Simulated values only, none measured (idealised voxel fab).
Module name: voxel released beams (process module)
cross-section cut | 290 nm wide | cells 5 nm
Reading order for cross-sections: top band down to bottom band. Underlying form: a grid of square cells. Band size: one or more rows of cells. The entry gives the band's vertical extent as a top height and a bottom height in nm, then its horizontal make-up as materials from left to right, each with a width in nm. "blank" stands for empty space; a single material marked "everywhere" fills the band edge to edge. Basically, 0 is our baseline, since under it the wafer straight out of the box is all one material. The bottom band has no lower end and keeps on going down, so it looks like "0..down". The expression "30->40" gives the width at the extremes of the band, the first number at its top row of cells and the second at its bottom row, with the width changing by equal amounts from each row to the next in between. When a step is marked "nothing got changed", none of the cells in the cross-section changed during that step. "Fully closed voids": sealed empty spaces, 8 cells or more, no open way to top, listed width x height at distance, with distance from the left edge and width, height and distance in nm. Step line, after settings: the simulator's comment on this step. overlay nm: on a step with a mask, how far right of its planned place the mask lay; negative means left.

**Steps in the process plan**
1: op RECEIVE | material Si
2: op CONFORMAL_DEP | material SiN | thk nm 10
3: op DIRECTIONAL_DEP | material SiO2 | thk nm 10
4: op PATTERN | tone open | mask id ANCHOR | material resist | width nm 25 | thk nm 15 | overlay nm 0
5: op DIRECTIONAL_ETCH | etch materials SiO2 | depth nm 10
6: op STRIP | etch materials resist
7: op CONFORMAL_DEP | material W | thk nm 10
8: op PATTERN | tone cover | mask id BEAM | material resist | width nm 75 | thk nm 15 | overlay nm 0
9: op DIRECTIONAL_ETCH | etch materials W | depth nm 10
10: op STRIP | etch materials resist
11: op STRIP | etch materials SiO2

**Incoming wafer in cross-section (state: after step 1)**
  0..down = Si everywhere
  Fully closed voids: none

**As-planned run: cross-section of the first of two wafers at end of module**
  30..20 = 105 nm blank; 15 nm W; 5 nm blank; 55 nm W; 110 nm blank
  20..10 = 110 nm blank; 25 nm W; 155 nm blank
  10..0 = SiN everywhere
  0..down = Si everywhere
  Fully closed voids: none

**Second wafer through the module, sectioned at the end: same beginning and same plan as the first wafer, with one mistake in carrying it out**
  30..20 = 105 nm blank; 15 nm W; 5 nm blank; 55 nm W; 110 nm blank
  20..10 = 110 nm blank; 25 nm W; 155 nm blank
  10..0 = W everywhere
  0..down = Si everywhere
  Fully closed voids: none
Nonconformance to the process plan: for step 2, the planned setting was not used; the step was instead run as op CONFORMAL_DEP | material W | thk nm 10
at the end the second wafer has, in cells: SiN -116; W +116
